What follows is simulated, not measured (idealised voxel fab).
Module name: voxel local oxidation (process module)
Section cut is 170 nm wide and gridded with 5 nm square cells.
Cross-section spec: square-cell grid; bands listed top down; each band is one or more rows. The band entry comprises the height of the band's top followed by the height of its bottom, expressed in nm, and subsequently the band's materials from left to right, each stated together with its width in nm. Where a single material is marked with the word "everywhere", that material fills the band from edge to edge. The word "empty" represents empty space. Where do heights start? At 0: under that level the wafer as delivered is made of one material only. And the lowest band has no floor; it just carries on downward, as in "0 nm and below". Note: "30 to 40" means the width goes from the first number (top row of the band) to the second number (bottom row) in equal steps per row of cells. Step note "remains unaltered" = no cross-section cell changed. "closed voids" contains a list of empty spaces, each no smaller than 8 cells and without an open way to the top, written in the form width x height at distance with the distance from the left edge and all three in nm. On a step's line, text after the settings is the simulator commenting on that step. A step line may carry the setting "overlay nm", which, for steps involving a mask, states the distance by which the mask lay to the right of its intended position; negative values denote displacement to the left. Everything after this point is organized in pairs: a cross-section before one process step, a cross-section after it that shows only as deep as the lowest changed band, and, under the pair, the intervening step with its settings. Because different runs of this module on the same starting wafer can supply different pairs, a pair continues from the pair above it only if its entry headed "Pre-process state" says so.

PRE-PROCESS STATE
> 0 nm and below: Si everywhere
> closed voids: none

AS PROCESSED
> 0 nm to -5 nm: SiO2 everywhere
> All layers under -5 are left as they were.
> closed voids: none
Step that separates the before view from the after view above: op OXIDIZE | depth nm 5

Pre-process state: The pre-step condition corresponds to the post-step cross-section depicted in the pair directly above.

AS PROCESSED
> 10 nm to 0 nm: SiN everywhere
> All layers under 0 are left as they were.
> closed voids: none
Step that separates the before view from the after view above: op CONFORMAL_DEP | material SiN | thk nm 10

Pre-process state: The pre-step condition corresponds to the post-step cross-section depicted in the pair directly above.

AS PROCESSED
> 10 nm to 0 nm: empty=35, SiN=100, empty=35
> All layers under 0 are left as they were.
> closed voids: none
Step that separates the before view from the after view above: op MASKED_ETCH | tone cover | mask id ACTIVE | width nm 100 | etch materials SiN | depth nm 10 | overlay nm 0

Pre-process state: The pre-step condition corresponds to the post-step cross-section depicted in the pair directly above.

AS PROCESSED
> 10 nm to 0 nm: empty=35, SiN=100, empty=35
> 0 nm to -5 nm: empty=40, SiO2=90, empty=40
> All layers under -5 are left as they were.
> closed voids: none
Step that separates the before view from the after view above: op SELECTIVE_ETCH | etch materials SiO2 | depth nm 5

Pre-process state: The pre-step condition corresponds to the post-step cross-section depicted in the pair directly above.

AS PROCESSED
> 10 nm to 0 nm: empty=35, SiN=100, empty=35
> 0 nm to -5 nm: empty=40, SiO2=90, empty=40
> -5 nm to -15 nm: SiO2=50, Si=70, SiO2=50
> All layers under -15 are left as they were.
> closed voids: none
Step that separates the before view from the after view above: op OXIDIZE | depth nm 10

Pre-process state: The pre-step condition corresponds to the post-step cross-section depicted in the pair directly above.

AS PROCESSED
> 0 nm to -5 nm: empty=40, SiO2=90, empty=40
> All layers under -5 are left as they were.
> closed voids: none
Step that separates the before view from the after view above: op STRIP | etch materials SiN

PRE-PROCESS STATE
> 0 nm to -5 nm: SiO2 everywhere
> -5 nm and below: Si everywhere
> closed voids: none

AS PROCESSED
> -5 nm and below: Si everywhere
> closed voids: none
Step that separates the before view from the after view above: op SELECTIVE_ETCH | etch materials SiO2 | depth nm 5

Pre-process state: The pre-step condition corresponds to the post-step cross-section depicted in the pair directly above.

AS PROCESSED
> -5 nm to -15 nm: SiO2 everywhere
> All layers under -15 are left as they were.
> closed voids: none
Step that separates the before view from the after view above: op OXIDIZE | depth nm 10

PRE-PROCESS STATE
> 10 nm to 0 nm: empty=35, SiN=100, empty=35
> 0 nm to -5 nm: empty=40, SiO2=90, empty=40
> -5 nm and below: Si everywhere
> closed voids: none

AS PROCESSED
> 0 nm to -5 nm: empty=40, SiO2=90, empty=40
> All layers under -5 are left as they were.
> closed voids: none
Step that separates the before view from the after view above: op STRIP | etch materials SiN

Pre-process state: The pre-step condition corresponds to the post-step cross-section depicted in the pair directly above.

AS PROCESSED
> 0 nm to -5 nm: empty=40, SiO2=90, empty=40
> -5 nm to -15 nm: SiO2=50, Si=70, SiO2=50
> All layers under -15 are left as they were.
> closed voids: none
Step that separates the before view from the after view above: op OXIDIZE | depth nm 10

PRE-PROCESS STATE
> 10 nm to 0 nm: empty=35, SiN=100, empty=35
> 0 nm to -5 nm: empty=40, SiO2=90, empty=40
> -5 nm and below: Si everywhere
> closed voids: none

AS PROCESSED
> 10 nm to 0 nm: empty=35, SiN=100, empty=35
> 0 nm to -5 nm: empty=40, SiO2=90, empty=40
> -5 nm to -10 nm: SiO2=45, Si=80, SiO2=45
> All layers under -10 are left as they were.
> closed voids: none
Step that separates the before view from the after view above: op OXIDIZE | depth nm 5

Pre-process state: The pre-step condition corresponds to the post-step cross-section depicted in the pair directly above.

AS PROCESSED
> 0 nm to -5 nm: empty=40, SiO2=90, empty=40
> All layers under -5 are left as they were.
> closed voids: none
Step that separates the before view from the after view above: op STRIP | etch materials SiN

PRE-PROCESS STATE
> 10 nm to 0 nm: SiN everywhere
> 0 nm to -5 nm: SiO2 everywhere
> -5 nm and below: Si everywhere
> closed voids: none

AS PROCESSED
> 10 nm to 0 nm: empty=40, SiN=95, empty=35
> All layers under 0 are left as they were.
> closed voids: none
Step that separates the before view from the after view above: op MASKED_ETCH | tone cover | mask id ACTIVE | width nm 95 | etch materials SiN | depth nm 10 | overlay nm 0

Pre-process state: The pre-step condition corresponds to the post-step cross-section depicted in the pair directly above.

AS PROCESSED
> 10 nm to 0 nm: empty=40, SiN=95, empty=35
> 0 nm to -5 nm: empty=45, SiO2=85, empty=40
> All layers under -5 are left as they were.
> closed voids: none
Step that separates the before view from the after view above: op SELECTIVE_ETCH | etch materials SiO2 | depth nm 5

Pre-process state: The pre-step condition corresponds to the post-step cross-section depicted in the pair directly above.

AS PROCESSED
> 10 nm to 0 nm: empty=40, SiN=95, empty=35
> 0 nm to -5 nm: empty=45, SiO2=85, empty=40
> -5 nm to -15 nm: SiO2=55, Si=65, SiO2=50
> All layers under -15 are left as they were.
> closed voids: none
Step that separates the before view from the after view above: op OXIDIZE | depth nm 10

Pre-process state: The pre-step condition corresponds to the post-step cross-section depicted in the pair directly above.

AS PROCESSED
> 0 nm to -5 nm: empty=45, SiO2=85, empty=40
> All layers under -5 are left as they were.
> closed voids: none
Step that separates the before view from the after view above: op STRIP | etch materials SiN

PRE-PROCESS STATE
> 10 nm to 0 nm: SiN everywhere
> 0 nm to -5 nm: SiO2 everywhere
> -5 nm and below: Si everywhere
> closed voids: none

AS PROCESSED
> 10 nm to 0 nm: empty=45, SiN=100, empty=25
> All layers under 0 are left as they were.
> closed voids: none
Step that separates the before view from the after view above: op MASKED_ETCH | tone cover | mask id ACTIVE | width nm 100 | etch materials SiN | depth nm 10 | overlay nm 10

Pre-process state: The pre-step condition corresponds to the post-step cross-section depicted in the pair directly above.

AS PROCESSED
> 10 nm to 0 nm: empty=45, SiN=100, empty=25
> 0 nm to -5 nm: empty=50, SiO2=90, empty=30
> All layers under -5 are left as they were.
> closed voids: none
Step that separates the before view from the after view above: op SELECTIVE_ETCH | etch materials SiO2 | depth nm 5

Pre-process state: The pre-step condition corresponds to the post-step cross-section depicted in the pair directly above.

AS PROCESSED
> 10 nm to 0 nm: empty=45, SiN=100, empty=25
> 0 nm to -5 nm: empty=50, SiO2=90, empty=30
> -5 nm to -15 nm: SiO2=60, Si=70, SiO2=40
> All layers under -15 are left as they were.
> closed voids: none
Step that separates the before view from the after view above: op OXIDIZE | depth nm 10

Pre-process state: The pre-step condition corresponds to the post-step cross-section depicted in the pair directly above.

AS PROCESSED
> 0 nm to -5 nm: empty=50, SiO2=90, empty=30
> All layers under -5 are left as they were.
> closed voids: none
Step that separates the before view from the after view above: op STRIP | etch materials SiN

PRE-PROCESS STATE
> 0 nm to -5 nm: SiO2 everywhere
> -5 nm and below: Si everywhere
> closed voids: none

AS PROCESSED
> 10 nm to -5 nm: SiO2 everywhere
> All layers under -5 are left as they were.
> closed voids: none
Step that separates the before view from the after view above: op CONFORMAL_DEP | material SiO2 | thk nm 10

Pre-process state: The pre-step condition corresponds to the post-step cross-section depicted in the pair directly above.

AS PROCESSED
> 5 nm to -5 nm: SiO2 everywhere
> All layers under -5 are left as they were.
> closed voids: none
Step that separates the before view from the after view above: op SELECTIVE_ETCH | etch materials SiO2 | depth nm 5

PRE-PROCESS STATE
> 10 nm to 0 nm: SiN everywhere
> 0 nm to -5 nm: SiO2 everywhere
> -5 nm and below: Si everywhere
> closed voids: none

AS PROCESSED
> 10 nm to 0 nm: SiN=35, empty=100, SiN=35
> All layers under 0 are left as they were.
> closed voids: none
Step that separates the before view from the after view above: op MASKED_ETCH | tone open | mask id ACTIVE | width nm 100 | etch materials SiN | depth nm 10 | overlay nm 0

Pre-process state: The pre-step condition corresponds to the post-step cross-section depicted in the pair directly above.

AS PROCESSED
> 10 nm to 0 nm: SiN=35, empty=100, SiN=35
> 0 nm to -5 nm: SiO2=30, empty=110, SiO2=30
> All layers under -5 are left as they were.
> closed voids: none
Step that separates the before view from the after view above: op SELECTIVE_ETCH | etch materials SiO2 | depth nm 5

Pre-process state: The pre-step condition corresponds to the post-step cross-section depicted in the pair directly above.

AS PROCESSED
> 10 nm to 0 nm: SiN=35, empty=100, SiN=35
> 0 nm to -5 nm: SiO2=30, empty=110, SiO2=30
> -5 nm to -15 nm: Si=20, SiO2=130, Si=20
> All layers under -15 are left as they were.
> closed voids: none
Step that separates the before view from the after view above: op OXIDIZE | depth nm 10

Pre-process state: The pre-step condition corresponds to the post-step cross-section depicted in the pair directly above.

AS PROCESSED
> 0 nm to -5 nm: SiO2=30, empty=110, SiO2=30
> All layers under -5 are left as they were.
> closed voids: none
Step that separates the before view from the after view above: op STRIP | etch materials SiN
